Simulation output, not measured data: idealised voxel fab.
Title: Process Module voxel gate over fins
Square cells of 5 nm make up the cross-section cut, whose width is 165 nm.
This document writes a cross-section as a grid whose cells are square, and gives it as bands, listed from the top down; one or more rows of cells form a band. What a band's entry tells you: where the top is and where the bottom is, as heights in nm, and after that what lies inside, material by material from left to right, each with its width in nm. Empty space is written as the word "air", and a single material marked with the word "all across" occupies the band from edge to edge. Convention: height 0 is the level below which the wafer, as received, is all one material. The lowest band does not terminate at the bottom but continues downward, represented as "z 0 and below". With a width like "30..40", each row of cells in the band differs from the next by the same amount, the top row carrying the first number and the bottom row the second. Basically "stayed the same" means that step didn't change any cell in the cross-section. Any empty space of 8 cells or more lacking an open way to the top shows up in "Fully sealed voids" as width x height at distance, distance from the left edge, in nm. Post-settings text on a step line: simulator's own remark regarding the step. "overlay nm" answers the question of how far to the right of plan the mask lay on a step that has a mask, and when it is negative the answer is to the left.

**The following list gives the planned process steps**
1) RECEIVE [material Si]
2) CONFORMAL_DEP [material SiN] [thk nm 5]
3) MASKED_ETCH [tone cover] [mask id FINS] [width nm 15] [pitch nm 45] [etch materials SiN] [depth nm 5] [overlay nm 0]
4) MASKED_ETCH [tone cover] [mask id FINS] [width nm 15] [pitch nm 45] [etch materials Si] [depth nm 30] [overlay nm 0]
5) OXIDIZE [depth nm 5]
6) FILL_DEP [material SiO2] [thk nm 10]
7) CMP [height nm 5]
8) SELECTIVE_ETCH [etch materials SiO2] [depth nm 20]
9) STRIP [etch materials SiN]
10) CONFORMAL_DEP [material HfO2] [thk nm 5]
11) CONFORMAL_DEP [material TiN] [thk nm 5]
12) FILL_DEP [material W] [thk nm 15]
13) CMP [height nm 20]
14) CONFORMAL_DEP [material SiN] [thk nm 10]
Don't read the plan's width nm for step 4 as applying to every wafer: that's the first wafer's value, and the wafers differ in it, though they all start identical.

**The as-received cross-section of the first of several wafers corresponds to the state after step 1**
z 0 and below: Si all across
Fully sealed voids: none

**Table: wafers, a row each; end-of-module cell change per material since receipt, gain (+), loss (-); then closed voids**
width nm 15, +51 HfO2, -210 Si, +66 SiN, +120 SiO2, +51 TiN, +120 W, Fully sealed voids: none
width nm 20, +51 HfO2, -192 Si, +66 SiN, +108 SiO2, +51 TiN, +114 W, Fully sealed voids: none
width nm 25, +51 HfO2, -174 Si, +66 SiN, +96 SiO2, +51 TiN, +108 W, Fully sealed voids: none
width nm 30, +51 HfO2, -156 Si, +66 SiN, +84 SiO2, +51 TiN, +102 W, Fully sealed voids: none
